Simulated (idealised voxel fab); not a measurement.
Process module heading - voxel local oxidation
Displayed cross-section: cut, width of 210 nm, square cells sized 5 nm.
This document writes a cross-section as a grid whose cells are square, and gives it as bands, listed from the top down; one or more rows of cells form a band. Quick guide to a band line: top height, bottom height (nm) up front; then every material left to right with its width in nm. Only one material and it's marked "everywhere"? Then it fills the band edge to edge. And "empty" just means empty space. Counting heights begins at 0, where everything beneath is, in the wafer as received, one material. The lowest band has no bottom; it goes on downwards, as "0 down" shows. Quick explanation for "30..40": the width changes in equal steps down the rows of cells, from the first number in the band's top row to the second number in its bottom row. Basically "nothing got changed" means that step didn't change any cell in the cross-section. What "Enclosed void inventory" gives you is every empty space of 8 cells or more that is cut off from the top. Each appears as width x height at distance, with the distance taken from the left edge and width, height and distance all in nm. The remark found on a step's line after its settings is issued by the simulator itself and pertains to that step. "overlay nm" on a masked step: distance the mask lay right of its planned place, negative for left.

## Process steps (planned)
1. RECEIVE | material Si
2. OXIDIZE | depth nm 5
3. CONFORMAL_DEP | material SiN | thk nm 10
4. DIRECTIONAL_DEP | material aC | thk nm 15
5. PATTERN | tone cover | mask id ACTIVE | material resist | width nm 90 | thk nm 30 | overlay nm 0
6. DIRECTIONAL_ETCH | etch materials aC | depth nm 15
7. STRIP | etch materials resist
8. DIRECTIONAL_ETCH | etch materials SiN | depth nm 10
9. STRIP | etch materials aC
10. SELECTIVE_ETCH | etch materials SiO2 | depth nm 5
11. OXIDIZE | depth nm 15
12. STRIP | etch materials SiN

## Cross-section of the wafer as it came to us, i.e., already through step 1
	0 down  Si everywhere
	Enclosed void inventory: none

## Wafer at module end, in section. Began as above, planned as above, run with one mistake
	0 to -5  empty 60 nm, SiO2 80 nm, empty 70 nm
	-5 to -20  SiO2 75 nm, Si 50 nm, SiO2 85 nm
	-20 down  Si everywhere
	Enclosed void inventory: none
Deviation noted in wafer processing: heads up, step 5 didn't go per plan, it actually ran as PATTERN | tone cover | mask id ACTIVE | material resist | width nm 90 | thk nm 30 | overlay nm -5
